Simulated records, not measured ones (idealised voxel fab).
The process module presented herein is designated voxel self aligned vias.
The figure presents cross-section cut, which has a width of 295 nm and is divided into square cells with an edge length of 5 nm.
The cross-sections in this document take the form of a grid made of square cells. They are written out as bands, in order from top to bottom. Each band consists of one or more rows of cells.
In this notation a band is specified by the heights of its top and bottom, in that order and in nm, after which its materials appear from left to right, each paired with its width in nm. The word "all across" attached to a single material means that material fills the band from edge to edge; the word "blank" stands for empty space.
Note: height 0 marks the level under which the wafer is uniformly one material as received. Lowest band unbounded below, written "0..down".
Quick explanation for "30->40": the width changes in equal steps down the rows of cells, from the first number in the band's top row to the second number in its bottom row.
"nothing changed", as given for a step, is the statement that not any cell of the cross-section underwent a change during that step.
Under "Closed void entries" you'll find the enclosed gaps, the ones with no way out to the top, that are 8 cells or bigger; each reads width x height at distance, with distance counted from the left edge, everything in nm.
Read whatever lies past the settings on a step's line as the simulator's own remark about the step.
A step line may carry the setting "overlay nm", which, for steps involving a mask, states the distance by which the mask lay to the right of its intended position; negative values denote displacement to the left.

# plan
1 RECEIVE: material Si
2 CONFORMAL_DEP: material SiO2, thk nm 10
3 CONFORMAL_DEP: material SiCN, thk nm 5
4 DIRECTIONAL_DEP: material SiO2, thk nm 25
5 DIRECTIONAL_DEP: material aC, thk nm 15
6 PATTERN: tone open, mask id LINES, material resist, width nm 30, pitch nm 65, thk nm 30, overlay nm 0
7 DIRECTIONAL_ETCH: etch materials aC, depth nm 15
8 STRIP: etch materials resist
9 DIRECTIONAL_ETCH: etch materials SiO2, depth nm 25
10 STRIP: etch materials aC
11 CONFORMAL_DEP: material TiN, thk nm 5
12 FILL_DEP: material W, thk nm 5
13 CMP: height nm 40
14 SELECTIVE_ETCH: etch materials W Ru TiN, depth nm 5
15 FILL_DEP: material SiN, thk nm 5
16 CMP: height nm 40
17 DIRECTIONAL_DEP: material SiO2, thk nm 15
18 DIRECTIONAL_DEP: material aC, thk nm 15
19 PATTERN: tone open, mask id VIAS, material resist, width nm 40, thk nm 35, overlay nm 0
20 DIRECTIONAL_ETCH: etch materials aC, depth nm 15
21 STRIP: etch materials resist
22 DIRECTIONAL_ETCH: etch materials SiO2, depth nm 15
23 DIRECTIONAL_ETCH: etch materials SiN, depth nm 5
24 STRIP: etch materials aC
25 CONFORMAL_DEP: material TiN, thk nm 5
26 FILL_DEP: material W, thk nm 5
27 CMP: height nm 55
28 CONFORMAL_DEP: material SiN, thk nm 5

# Here's what the wafer looked like in cross-section when it arrived - that's after step 1
- 0..down = Si all across
- Closed void entries: none

# As-planned run: cross-section of the first of two wafers at end of module
- 60..55 = SiN all across
- 55..45 = SiO2 (95), then TiN (5), then W (30), then TiN (5), then SiO2 (160)
- 45..40 = SiO2 (95), then TiN (10), then W (20), then TiN (10), then SiO2 (160)
- 40..35 = SiO2 (100), then TiN (30), then SiO2 (35), then SiN (30), then SiO2 (100)
- 35..20 = SiO2 (100), then TiN (5), then W (20), then TiN (5), then SiO2 (35), then TiN (5), then W (20), then TiN (5), then SiO2 (100)
- 20..15 = SiO2 (100), then TiN (30), then SiO2 (35), then TiN (30), then SiO2 (100)
- 15..10 = SiCN all across
- 10..0 = SiO2 all across
- 0..down = Si all across
- Closed void entries: none

# Second of two wafers, module complete, sectioned: it shares the first wafer's start and plan but was run with one mistake
- 60..55 = SiN all across
- 55..45 = SiO2 (100), then TiN (5), then W (25), then TiN (5), then SiO2 (160)
- 45..40 = SiO2 (100), then TiN (5), then W (20), then TiN (10), then SiO2 (160)
- 40..35 = SiO2 (100), then TiN (30), then SiO2 (35), then SiN (30), then SiO2 (100)
- 35..20 = SiO2 (100), then TiN (5), then W (20), then TiN (5), then SiO2 (35), then TiN (5), then W (20), then TiN (5), then SiO2 (100)
- 20..15 = SiO2 (100), then TiN (30), then SiO2 (35), then TiN (30), then SiO2 (100)
- 15..10 = SiCN all across
- 10..0 = SiO2 all across
- 0..down = Si all across
- Closed void entries: none
Finding, execution versus plan: step 19 ran as: PATTERN: tone open, mask id VIAS, material resist, width nm 35, thk nm 35, overlay nm 0
Looking at both finished wafers in cells, the second ends up ahead of or behind the first on some materials: SiO2 +3 | TiN -1 | W -2
